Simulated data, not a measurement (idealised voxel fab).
Documented hereafter: the process module known as voxel released beams.
For reference, the cross-section in this document is cut, with width 300 nm and square cells of 5 nm.
Each cross-section below is a grid of square cells, stated as bands in top-down order, with one or more rows of cells making up each band.
First you get the band's top height and its bottom height, in nm, and then the materials it's made of, left to right, with each width in nm. If you see a single material with "all across", that one covers the band edge to edge. "blank" is empty space.
All heights in this document are referenced to 0, defined as the level beneath which the wafer, as received, consists entirely of one material. The lowest band is not bounded below; it extends indefinitely downward and is written in the form "0 -> down".
The notation "30 to 40" denotes a width that varies across the rows of cells in the band, beginning at the first number in the top row, finishing at the second number in the bottom row, and changing by an identical amount from each row to the next.
Any step labelled "no change" changed none of the cells in the cross-section.
In the "Sealed-off cavities" entry, you get each enclosed empty space of 8 cells or more, one with no open way to the top, written width x height at distance, distance from the left edge, in nm.
Post-settings text on a step line: simulator's own remark regarding the step.
overlay nm, on a step with a mask: how far to the right of its planned place the mask lay; to the left if negative
Process steps - plan:
- 1: RECEIVE, material Si
- 2: CONFORMAL_DEP, material Al2O3, thk nm 10
- 3: DIRECTIONAL_DEP, material SiO2, thk nm 10
- 4: DIRECTIONAL_DEP, material aC, thk nm 10
- 5: PATTERN, tone open, mask id ANCHOR, material resist, width nm 40, thk nm 25, overlay nm 0
- 6: DIRECTIONAL_ETCH, etch materials aC, depth nm 10
- 7: STRIP, etch materials resist
- 8: DIRECTIONAL_ETCH, etch materials SiO2, depth nm 10
- 9: STRIP, etch materials aC
- 10: CONFORMAL_DEP, material SiN, thk nm 15
- 11: DIRECTIONAL_DEP, material aC, thk nm 15
- 12: PATTERN, tone cover, mask id BEAM, material resist, width nm 100, thk nm 30, overlay nm 0
- 13: DIRECTIONAL_ETCH, etch materials aC, depth nm 15
- 14: STRIP, etch materials resist
- 15: DIRECTIONAL_ETCH, etch materials SiN, depth nm 15
- 16: STRIP, etch materials aC
- 17: STRIP, etch materials SiO2
Wafer cross-section on receipt, i.e. after step 1:
  0 -> down: Si all across
  Sealed-off cavities: none
First of two wafers, end-of-module section, run followed plan:
  35 -> 25: blank 95, SiN 20, blank 10, SiN 70, blank 105
  25 -> 20: blank 95, SiN 100, blank 105
  20 -> 10: blank 100, SiN 40, blank 160
  10 -> 0: Al2O3 all across
  0 -> down: Si all across
  Sealed-off cavities: none
Cross-section, second wafer: same start as the first, same plan as the first, one mistake in running it; taken at the end of the module:
  35 -> 25: blank 95, SiN 10, blank 10, SiN 80, blank 105
  25 -> 20: blank 95, SiN 100, blank 105
  20 -> 10: blank 90, SiN 40, blank 170
  10 -> 0: Al2O3 all across
  0 -> down: Si all across
  Sealed-off cavities: none
What was done differently from what was planned? step 5: run off-plan, actual operation and settings PATTERN, tone open, mask id ANCHOR, material resist, width nm 40, thk nm 25, overlay nm -10
In the final comparison it is observed that the number of cells assigned to each material is identical for the two wafers, whereas their placement is not.
